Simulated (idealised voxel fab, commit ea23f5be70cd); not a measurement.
Process module heading - voxel self aligned contacts
For reference, the cross-section in this document is cut, with width 230 nm and square cells of 5 nm.
In what follows, cross-sections appear as grids of square cells, described through bands that run from the top down, where every band is one or more rows of cells. Heights first: top, then bottom, in nm. Then materials, left to right, each with a width in nm. "edge to edge" on a single material: fills the band edge to edge. "empty": empty space. Beneath 0, the wafer as received is one material, and that level is where height counting begins. The lowest band goes on downward without a bottom; it is written like "0 -> down". The expression "30->40" gives the width at the extremes of the band, the first number at its top row of cells and the second at its bottom row, with the width changing by equal amounts from each row to the next in between. Given "remained the same" for a step, no cell of the cross-section differs between before and after that step. Closed empty spaces (no open way to the top) of 8 cells or more are what "Trapped void list" lists, each as width x height at distance from the left edge, nm for all three. Whatever follows a step's settings on its line is a remark the simulator itself makes about that step. overlay nm: mask right of planned place by this much (step with mask). Neg. = left.
These are the steps we planned for the process:
step 1: RECEIVE: material Si
step 2: CONFORMAL_DEP: material SiO2, thk nm 5
step 3: DIRECTIONAL_DEP: material polySi, thk nm 25
step 4: DIRECTIONAL_DEP: material SiN, thk nm 15
step 5: DIRECTIONAL_DEP: material aC, thk nm 10
step 6: PATTERN: tone cover, mask id GATE, material resist, width nm 35, pitch nm 60, thk nm 25, overlay nm 0
step 7: DIRECTIONAL_ETCH: etch materials aC, depth nm 10
step 8: STRIP: etch materials resist
step 9: DIRECTIONAL_ETCH: etch materials SiN, depth nm 15
step 10: DIRECTIONAL_ETCH: etch materials polySi, depth nm 25
step 11: STRIP: etch materials aC
step 12: CONFORMAL_DEP: material SiN, thk nm 5
step 13: DIRECTIONAL_ETCH: etch materials SiN, depth nm 5
step 14: FILL_DEP: material SiO2, thk nm 20
step 15: CMP: height nm 55
step 16: PATTERN: tone open, mask id CONTACT, material resist, width nm 35, pitch nm 60, thk nm 15, overlay nm 0
step 17: DIRECTIONAL_ETCH: etch materials SiO2, depth nm 55
step 18: STRIP: etch materials resist
step 19: CONFORMAL_DEP: material TiN, thk nm 5
step 20: FILL_DEP: material Ru, thk nm 5
step 21: CMP: height nm 55
step 22: CONFORMAL_DEP: material SiN, thk nm 5
Below: the first of two wafers, run as planned:
As received (post step 1): cross-section:
> 0 -> down | Si edge to edge
> Trapped void list: none
So this is the wafer cross-section right after step 2:
> 5 -> 0 | SiO2 edge to edge
> Everything below 0 is unchanged.
So this is the wafer cross-section right after step 3:
> 30 -> 5 | polySi edge to edge
> Everything below 5 is unchanged.
So this is the wafer cross-section right after step 4:
> 45 -> 30 | SiN edge to edge
> Everything below 30 is unchanged.
So this is the wafer cross-section right after step 5:
> 55 -> 45 | aC edge to edge
> Everything below 45 is unchanged.
So this is the wafer cross-section right after step 6:
> 80 -> 55 | empty 35  resist 35  empty 25  resist 35  empty 25  resist 35  empty 40
> Everything below 55 is unchanged.
So this is the wafer cross-section right after step 7:
> 70 -> 55 | empty 35  resist 35  empty 25  resist 35  empty 25  resist 35  empty 40
> 55 -> 45 | empty 35  aC 35  empty 25  aC 35  empty 25  aC 35  empty 40
> Everything below 45 is unchanged.
So this is the wafer cross-section right after step 8:
> 55 -> 45 | empty 35  aC 35  empty 25  aC 35  empty 25  aC 35  empty 40
> Everything below 45 is unchanged.
So this is the wafer cross-section right after step 9:
> 55 -> 45 | empty 35  aC 35  empty 25  aC 35  empty 25  aC 35  empty 40
> 45 -> 30 | empty 35  SiN 35  empty 25  SiN 35  empty 25  SiN 35  empty 40
> Everything below 30 is unchanged.
So this is the wafer cross-section right after step 10:
> 55 -> 45 | empty 35  aC 35  empty 25  aC 35  empty 25  aC 35  empty 40
> 45 -> 30 | empty 35  SiN 35  empty 25  SiN 35  empty 25  SiN 35  empty 40
> 30 -> 5 | empty 35  polySi 35  empty 25  polySi 35  empty 25  polySi 35  empty 40
> Everything below 5 is unchanged.
So this is the wafer cross-section right after step 11:
> 45 -> 30 | empty 35  SiN 35  empty 25  SiN 35  empty 25  SiN 35  empty 40
> Everything below 30 is unchanged.
So this is the wafer cross-section right after step 12:
> 50 -> 30 | empty 30  SiN 45  empty 15  SiN 45  empty 15  SiN 45  empty 35
> 30 -> 10 | empty 30  SiN 5  polySi 35  SiN 5  empty 15  SiN 5  polySi 35  SiN 5  empty 15  SiN 5  polySi 35  SiN 5  empty 35
> 10 -> 5 | SiN 35  polySi 35  SiN 25  polySi 35  SiN 25  polySi 35  SiN 40
> Everything below 5 is unchanged.
So this is the wafer cross-section right after step 13:
> 45 -> 30 | empty 30  SiN 45  empty 15  SiN 45  empty 15  SiN 45  empty 35
> 30 -> 5 | empty 30  SiN 5  polySi 35  SiN 5  empty 15  SiN 5  polySi 35  SiN 5  empty 15  SiN 5  polySi 35  SiN 5  empty 35
> Everything below 5 is unchanged.
So this is the wafer cross-section right after step 14:
> 65 -> 45 | SiO2 edge to edge
> 45 -> 30 | SiO2 30  SiN 45  SiO2 15  SiN 45  SiO2 15  SiN 45  SiO2 35
> 30 -> 5 | SiO2 30  SiN 5  polySi 35  SiN 5  SiO2 15  SiN 5  polySi 35  SiN 5  SiO2 15  SiN 5  polySi 35  SiN 5  SiO2 35
> Everything below 5 is unchanged.
So this is the wafer cross-section right after step 15:
> 55 -> 45 | SiO2 edge to edge
> Everything below 45 is unchanged.
So this is the wafer cross-section right after step 16:
> 70 -> 55 | resist 65  empty 35  resist 25  empty 35  resist 70
> Everything below 55 is unchanged.
So this is the wafer cross-section right after step 17:
> 70 -> 55 | resist 65  empty 35  resist 25  empty 35  resist 70
> 55 -> 45 | SiO2 65  empty 35  SiO2 25  empty 35  SiO2 70
> 45 -> 30 | SiO2 30  SiN 45  empty 15  SiN 45  empty 15  SiN 45  SiO2 35
> 30 -> 5 | SiO2 30  SiN 5  polySi 35  SiN 5  empty 15  SiN 5  polySi 35  SiN 5  empty 15  SiN 5  polySi 35  SiN 5  SiO2 35
> 5 -> 0 | SiO2 75  empty 15  SiO2 45  empty 15  SiO2 80
> Everything below 0 is unchanged.
So this is the wafer cross-section right after step 18:
> 55 -> 45 | SiO2 65  empty 35  SiO2 25  empty 35  SiO2 70
> Everything below 45 is unchanged.
So this is the wafer cross-section right after step 19:
> 60 -> 55 | TiN 70  empty 25  TiN 35  empty 25  TiN 75
> 55 -> 45 | SiO2 65  TiN 5->15  empty 25->5  TiN 5->15  SiO2 25  TiN 5->15  empty 25->5  TiN 5->15  SiO2 70
> 45 -> 30 | SiO2 30  SiN 45  TiN 5  empty 5  TiN 5  SiN 45  TiN 5  empty 5  TiN 5  SiN 45  SiO2 35
> 30 -> 5 | SiO2 30  SiN 5  polySi 35  SiN 5  TiN 5  empty 5  TiN 5  SiN 5  polySi 35  SiN 5  TiN 5  empty 5  TiN 5  SiN 5  polySi 35  SiN 5  SiO2 35
> 5 -> 0 | SiO2 75  TiN 15  SiO2 45  TiN 15  SiO2 80
> Everything below 0 is unchanged.
So this is the wafer cross-section right after step 20:
> 65 -> 60 | Ru edge to edge
> 60 -> 55 | TiN 70  Ru 25  TiN 35  Ru 25  TiN 75
> 55 -> 45 | SiO2 65  TiN 5->15  Ru 25->5  TiN 5->15  SiO2 25  TiN 5->15  Ru 25->5  TiN 5->15  SiO2 70
> 45 -> 30 | SiO2 30  SiN 45  TiN 5  Ru 5  TiN 5  SiN 45  TiN 5  Ru 5  TiN 5  SiN 45  SiO2 35
> 30 -> 5 | SiO2 30  SiN 5  polySi 35  SiN 5  TiN 5  Ru 5  TiN 5  SiN 5  polySi 35  SiN 5  TiN 5  Ru 5  TiN 5  SiN 5  polySi 35  SiN 5  SiO2 35
> Everything below 5 is unchanged.
So this is the wafer cross-section right after step 21:
> 55 -> 45 | SiO2 65  TiN 5->15  Ru 25->5  TiN 5->15  SiO2 25  TiN 5->15  Ru 25->5  TiN 5->15  SiO2 70
> Everything below 45 is unchanged.
So this is the wafer cross-section right after step 22:
> 60 -> 55 | SiN edge to edge
> Everything below 55 is unchanged.
Notes, second wafer: start = first wafer's, plan = first wafer's, execution had one mistake; history identical to first through step 1:
Cross-section of the second wafer corresponding to the planned conclusion of step 2:
> 25 -> 0 | polySi edge to edge
> Everything below 0 is unchanged.
Cross-section of the second wafer corresponding to the planned conclusion of step 3:
> 30 -> 25 | SiO2 edge to edge
> Everything below 25 is unchanged.
Cross-section of the second wafer corresponding to the planned conclusion of step 4:
> 45 -> 30 | SiN edge to edge
> Everything below 30 is unchanged.
Cross-section of the second wafer corresponding to the planned conclusion of step 5:
> 55 -> 45 | aC edge to edge
> Everything below 45 is unchanged.
Cross-section of the second wafer corresponding to the planned conclusion of step 6:
> 80 -> 55 | empty 35  resist 35  empty 25  resist 35  empty 25  resist 35  empty 40
> Everything below 55 is unchanged.
Cross-section of the second wafer corresponding to the planned conclusion of step 7:
> 70 -> 55 | empty 35  resist 35  empty 25  resist 35  empty 25  resist 35  empty 40
> 55 -> 45 | empty 35  aC 35  empty 25  aC 35  empty 25  aC 35  empty 40
> Everything below 45 is unchanged.
Cross-section of the second wafer corresponding to the planned conclusion of step 8:
> 55 -> 45 | empty 35  aC 35  empty 25  aC 35  empty 25  aC 35  empty 40
> Everything below 45 is unchanged.
Cross-section of the second wafer corresponding to the planned conclusion of step 9:
> 55 -> 45 | empty 35  aC 35  empty 25  aC 35  empty 25  aC 35  empty 40
> 45 -> 30 | empty 35  SiN 35  empty 25  SiN 35  empty 25  SiN 35  empty 40
> Everything below 30 is unchanged.
Cross-section of the second wafer corresponding to the planned conclusion of step 10: remained the same
Cross-section of the second wafer corresponding to the planned conclusion of step 11:
> 45 -> 30 | empty 35  SiN 35  empty 25  SiN 35  empty 25  SiN 35  empty 40
> Everything below 30 is unchanged.
Cross-section of the second wafer corresponding to the planned conclusion of step 12:
> 50 -> 35 | empty 30  SiN 45  empty 15  SiN 45  empty 15  SiN 45  empty 35
> 35 -> 30 | SiN edge to edge
> Everything below 30 is unchanged.
Cross-section of the second wafer corresponding to the planned conclusion of step 13:
> 45 -> 30 | empty 30  SiN 45  empty 15  SiN 45  empty 15  SiN 45  empty 35
> Everything below 30 is unchanged.
Cross-section of the second wafer corresponding to the planned conclusion of step 14:
> 65 -> 45 | SiO2 edge to edge
> 45 -> 30 | SiO2 30  SiN 45  SiO2 15  SiN 45  SiO2 15  SiN 45  SiO2 35
> Everything below 30 is unchanged.
Cross-section of the second wafer corresponding to the planned conclusion of step 15:
> 55 -> 45 | SiO2 edge to edge
> Everything below 45 is unchanged.
Cross-section of the second wafer corresponding to the planned conclusion of step 16:
> 70 -> 55 | resist 65  empty 35  resist 25  empty 35  resist 70
> Everything below 55 is unchanged.
Cross-section of the second wafer corresponding to the planned conclusion of step 17:
> 70 -> 55 | resist 65  empty 35  resist 25  empty 35  resist 70
> 55 -> 45 | SiO2 65  empty 35  SiO2 25  empty 35  SiO2 70
> 45 -> 30 | SiO2 30  SiN 45  empty 15  SiN 45  empty 15  SiN 45  SiO2 35
> 30 -> 25 | SiO2 75  empty 15  SiO2 45  empty 15  SiO2 80
> Everything below 25 is unchanged.
Cross-section of the second wafer corresponding to the planned conclusion of step 18:
> 55 -> 45 | SiO2 65  empty 35  SiO2 25  empty 35  SiO2 70
> Everything below 45 is unchanged.
Cross-section of the second wafer corresponding to the planned conclusion of step 19:
> 60 -> 55 | TiN 70  empty 25  TiN 35  empty 25  TiN 75
> 55 -> 45 | SiO2 65  TiN 5->15  empty 25->5  TiN 5->15  SiO2 25  TiN 5->15  empty 25->5  TiN 5->15  SiO2 70
> 45 -> 30 | SiO2 30  SiN 45  TiN 5  empty 5  TiN 5  SiN 45  TiN 5  empty 5  TiN 5  SiN 45  SiO2 35
> 30 -> 25 | SiO2 75  TiN 15  SiO2 45  TiN 15  SiO2 80
> Everything below 25 is unchanged.
Cross-section of the second wafer corresponding to the planned conclusion of step 20:
> 65 -> 60 | Ru edge to edge
> 60 -> 55 | TiN 70  Ru 25  TiN 35  Ru 25  TiN 75
> 55 -> 45 | SiO2 65  TiN 5->15  Ru 25->5  TiN 5->15  SiO2 25  TiN 5->15  Ru 25->5  TiN 5->15  SiO2 70
> 45 -> 30 | SiO2 30  SiN 45  TiN 5  Ru 5  TiN 5  SiN 45  TiN 5  Ru 5  TiN 5  SiN 45  SiO2 35
> Everything below 30 is unchanged.
Cross-section of the second wafer corresponding to the planned conclusion of step 21:
> 55 -> 45 | SiO2 65  TiN 5->15  Ru 25->5  TiN 5->15  SiO2 25  TiN 5->15  Ru 25->5  TiN 5->15  SiO2 70
> Everything below 45 is unchanged.
Cross-section of the second wafer corresponding to the planned conclusion of step 22:
> 60 -> 55 | SiN edge to edge
> Everything below 55 is unchanged.
Which mistake was made when the wafer was run? steps 2 and 3 of the plan were each performed in the slot designated for the other
Cell-count delta at end, second wafer over first, by material: 10 fewer of Ru | 30 fewer of SiN | 65 fewer of SiO2 | 20 fewer of TiN | 125 more of polySi
